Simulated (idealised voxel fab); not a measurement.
process module | voxel self aligned vias
cross-section cut | 270 nm wide | cells 5 nm
A cross-section is a grid of square cells, given in bands from the top down. A band is one or more rows of cells.
Each band's line starts with the height of the band's top and of its bottom, in nm. Then come its materials from left to right, each with its width in nm. One material with "throughout" fills the band from edge to edge. "air" is empty space.
Height 0 is the level under which the wafer as received is all one material. The lowest band goes on downwards, as in "0 down".
A width such as "30 to 40" changes by the same amount from each row of cells to the next, from the band's top row to its bottom row.
"no change" after a step means that no cell of the cross-section changed.
closed voids: empty space of 8 cells or more with no open way to the top, each as width x height at its distance from the left edge, in nm
after a step's settings: what the simulator itself notes on the step
overlay nm, on a step with a mask: how far to the right of its planned place the mask lay; to the left if negative
plan
1 op RECEIVE | material Si
2 op CONFORMAL_DEP | material SiO2 | thk nm 10
3 op CONFORMAL_DEP | material SiCN | thk nm 5
4 op DIRECTIONAL_DEP | material SiO2 | thk nm 30
5 op PATTERN | tone open | mask id LINES | material resist | width nm 20 | pitch nm 55 | thk nm 15 | overlay nm 0
6 op DIRECTIONAL_ETCH | etch materials SiO2 | depth nm 30
7 op STRIP | etch materials resist
8 op CONFORMAL_DEP | material TiN | thk nm 5
9 op FILL_DEP | material W | thk nm 10
10 op CMP | height nm 45
11 op SELECTIVE_ETCH | etch materials W Ru TiN | depth nm 5
12 op FILL_DEP | material SiN | thk nm 5
13 op CMP | height nm 45
14 op DIRECTIONAL_DEP | material SiO2 | thk nm 15
15 op DIRECTIONAL_DEP | material aC | thk nm 10
16 op PATTERN | tone open | mask id VIAS | material resist | width nm 40 | pitch nm 110 | thk nm 25 | overlay nm 0
17 op DIRECTIONAL_ETCH | etch materials aC | depth nm 10
18 op STRIP | etch materials resist
19 op DIRECTIONAL_ETCH | etch materials SiO2 | depth nm 15
20 op DIRECTIONAL_ETCH | etch materials SiN | depth nm 5
21 op STRIP | etch materials aC
22 op CONFORMAL_DEP | material TiN | thk nm 5
23 op FILL_DEP | material Cu | thk nm 5
24 op CMP | height nm 60
25 op CONFORMAL_DEP | material SiN | thk nm 5
as received, after step 1
  0 down: Si throughout
  closed voids: none
first wafer at the end, as planned
  65 to 60: SiN throughout
  60 to 50: SiO2 60 | TiN 5 | Cu 30 | TiN 5 | SiO2 70 | TiN 5 | Cu 30 | TiN 5 | SiO2 60
  50 to 45: SiO2 60 | TiN 15 | Cu 10 | TiN 15 | SiO2 70 | TiN 15 | Cu 10 | TiN 15 | SiO2 60
  45 to 40: SiO2 70 | TiN 20 | SiO2 35 | SiN 20 | SiO2 35 | TiN 20 | SiO2 70
  40 to 20: SiO2 70 | TiN 5 | W 10 | TiN 5 | SiO2 35 | TiN 5 | W 10 | TiN 5 | SiO2 35 | TiN 5 | W 10 | TiN 5 | SiO2 70
  20 to 15: SiO2 70 | TiN 20 | SiO2 35 | TiN 20 | SiO2 35 | TiN 20 | SiO2 70
  15 to 10: SiCN throughout
  10 to 0: SiO2 throughout
  0 down: Si throughout
  closed voids: none
second wafer at the end: like start, like plan, one mistake
  65 to 60: SiN throughout
  60 to 50: SiO2 60 | TiN 5 | Cu 30 | TiN 5 | SiO2 70 | TiN 5 | Cu 30 | TiN 5 | SiO2 60
  50 to 45: SiO2 60 | TiN 15 | Cu 10 | TiN 15 | SiO2 70 | TiN 15 | Cu 10 | TiN 15 | SiO2 60
  45 to 40: SiO2 70 | TiN 20 | SiO2 35 | SiN 20 | SiO2 35 | TiN 20 | SiO2 70
  40 to 20: SiO2 70 | TiN 5 | SiN 10 | TiN 5 | SiO2 35 | TiN 5 | SiN 10 | TiN 5 | SiO2 35 | TiN 5 | SiN 10 | TiN 5 | SiO2 70
  20 to 15: SiO2 70 | TiN 20 | SiO2 35 | TiN 20 | SiO2 35 | TiN 20 | SiO2 70
  15 to 10: SiCN throughout
  10 to 0: SiO2 throughout
  0 down: Si throughout
  closed voids: none
what went wrong: step 9 ran as: op FILL_DEP | material SiN | thk nm 10
at the end the second wafer has, in cells: 24 more of SiN | 24 fewer of W
